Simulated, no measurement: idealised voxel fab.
process module | voxel self aligned vias
cross-section cut | 210 nm wide | cells 5 nm
A cross-section is a grid of square cells, given in bands from the top down. A band is one or more rows of cells.
Each band's line starts with the height of the band's top and of its bottom, in nm. Then come its materials from left to right, each with its width in nm. One material with "throughout" fills the band from edge to edge. "air" is empty space.
Height 0 is the level under which the wafer as received is all one material. The lowest band goes on downwards, as in "0 down".
A width such as "30 to 40" changes by the same amount from each row of cells to the next, from the band's top row to its bottom row.
"no change" after a step means that no cell of the cross-section changed.
closed voids: empty space of 8 cells or more with no open way to the top, each as width x height at its distance from the left edge, in nm
after a step's settings: what the simulator itself notes on the step
overlay nm, on a step with a mask: how far to the right of its planned place the mask lay; to the left if negative
plan
1 op RECEIVE | material Si
2 op CONFORMAL_DEP | material SiO2 | thk nm 10
3 op CONFORMAL_DEP | material SiCN | thk nm 5
4 op DIRECTIONAL_DEP | material lowk | thk nm 20
5 op PATTERN | tone open | mask id LINES | material resist | width nm 30 | pitch nm 55 | thk nm 15 | overlay nm 0
6 op DIRECTIONAL_ETCH | etch materials lowk | depth nm 20
7 op STRIP | etch materials resist
8 op CONFORMAL_DEP | material TiN | thk nm 5
9 op FILL_DEP | material Ru | thk nm 10
10 op CMP | height nm 35
11 op SELECTIVE_ETCH | etch materials W Ru TiN | depth nm 5
12 op FILL_DEP | material SiN | thk nm 5
13 op CMP | height nm 35
14 op DIRECTIONAL_DEP | material lowk | thk nm 20
15 op MASKED_ETCH | tone open | mask id VIAS | width nm 40 | etch materials lowk | depth nm 20 | overlay nm 0
16 op MASKED_ETCH | tone open | mask id VIAS | width nm 40 | etch materials SiN | depth nm 5 | overlay nm 0
17 op CONFORMAL_DEP | material TiN | thk nm 5
18 op FILL_DEP | material W | thk nm 10
19 op CMP | height nm 55
20 op CONFORMAL_DEP | material SiN | thk nm 5
first wafer, as planned
as received, after step 1
  0 down: Si throughout
  closed voids: none
after step 2
  10 to 0: SiO2 throughout
  below 0: unchanged
after step 3
  15 to 10: SiCN throughout
  below 10: unchanged
after step 4
  35 to 15: lowk throughout
  below 15: unchanged
after step 5
  50 to 35: resist 60 | air 30 | resist 25 | air 30 | resist 65
  below 35: unchanged
after step 6
  50 to 35: resist 60 | air 30 | resist 25 | air 30 | resist 65
  35 to 15: lowk 60 | air 30 | lowk 25 | air 30 | lowk 65
  below 15: unchanged
after step 7
  35 to 15: lowk 60 | air 30 | lowk 25 | air 30 | lowk 65
  below 15: unchanged
after step 8
  40 to 35: TiN 65 | air 20 | TiN 35 | air 20 | TiN 70
  35 to 20: lowk 60 | TiN 5 | air 20 | TiN 5 | lowk 25 | TiN 5 | air 20 | TiN 5 | lowk 65
  20 to 15: lowk 60 | TiN 30 | lowk 25 | TiN 30 | lowk 65
  below 15: unchanged
after step 9
  50 to 40: Ru throughout
  40 to 35: TiN 65 | Ru 20 | TiN 35 | Ru 20 | TiN 70
  35 to 20: lowk 60 | TiN 5 | Ru 20 | TiN 5 | lowk 25 | TiN 5 | Ru 20 | TiN 5 | lowk 65
  below 20: unchanged
after step 10
  35 to 20: lowk 60 | TiN 5 | Ru 20 | TiN 5 | lowk 25 | TiN 5 | Ru 20 | TiN 5 | lowk 65
  below 20: unchanged
after step 11
  35 to 30: lowk 60 | air 30 | lowk 25 | air 30 | lowk 65
  below 30: unchanged
after step 12
  40 to 35: SiN throughout
  35 to 30: lowk 60 | SiN 30 | lowk 25 | SiN 30 | lowk 65
  below 30: unchanged
after step 13
  35 to 30: lowk 60 | SiN 30 | lowk 25 | SiN 30 | lowk 65
  below 30: unchanged
after step 14
  55 to 35: lowk throughout
  below 35: unchanged
after step 15
  55 to 35: lowk 55 | air 40 | lowk 115
  below 35: unchanged
after step 16
  55 to 35: lowk 55 | air 40 | lowk 115
  35 to 30: lowk 60 | air 30 | lowk 25 | SiN 30 | lowk 65
  below 30: unchanged
after step 17
  60 to 55: TiN 60 | air 30 | TiN 120
  55 to 40: lowk 55 | TiN 5 | air 30 | TiN 5 | lowk 115
  40 to 35: lowk 55 | TiN 10 | air 20 | TiN 10 | lowk 115
  35 to 30: lowk 60 | TiN 30 | lowk 25 | SiN 30 | lowk 65
  below 30: unchanged
after step 18
  70 to 60: W throughout
  60 to 55: TiN 60 | W 30 | TiN 120
  55 to 40: lowk 55 | TiN 5 | W 30 | TiN 5 | lowk 115
  40 to 35: lowk 55 | TiN 10 | W 20 | TiN 10 | lowk 115
  below 35: unchanged
after step 19
  55 to 40: lowk 55 | TiN 5 | W 30 | TiN 5 | lowk 115
  below 40: unchanged
after step 20
  60 to 55: SiN throughout
  below 55: unchanged
second wafer: like start, like plan, one mistake. Through step 15 it matches the first wafer
when step 16 should have ended
  55 to 35: lowk 55 | air 40 | lowk 115
  35 to 30: lowk 60 | air 25 | SiN 5 | lowk 25 | SiN 30 | lowk 65
  below 30: unchanged
when step 17 should have ended
  60 to 55: TiN 60 | air 30 | TiN 120
  55 to 40: lowk 55 | TiN 5 | air 30 | TiN 5 | lowk 115
  40 to 35: lowk 55 | TiN 10 | air 15 | TiN 15 | lowk 115
  35 to 30: lowk 60 | TiN 25 | SiN 5 | lowk 25 | SiN 30 | lowk 65
  below 30: unchanged
when step 18 should have ended
  70 to 60: W throughout
  60 to 55: TiN 60 | W 30 | TiN 120
  55 to 40: lowk 55 | TiN 5 | W 30 | TiN 5 | lowk 115
  40 to 35: lowk 55 | TiN 10 | W 15 | TiN 15 | lowk 115
  below 35: unchanged
when step 19 should have ended
  55 to 40: lowk 55 | TiN 5 | W 30 | TiN 5 | lowk 115
  below 40: unchanged
when step 20 should have ended
  60 to 55: SiN throughout
  below 55: unchanged
what went wrong: step 16 ran as: op MASKED_ETCH | tone open | mask id VIAS | width nm 40 | etch materials SiN | depth nm 5 | overlay nm -10
at the end the second wafer has, in cells: 1 more of SiN | 1 fewer of W
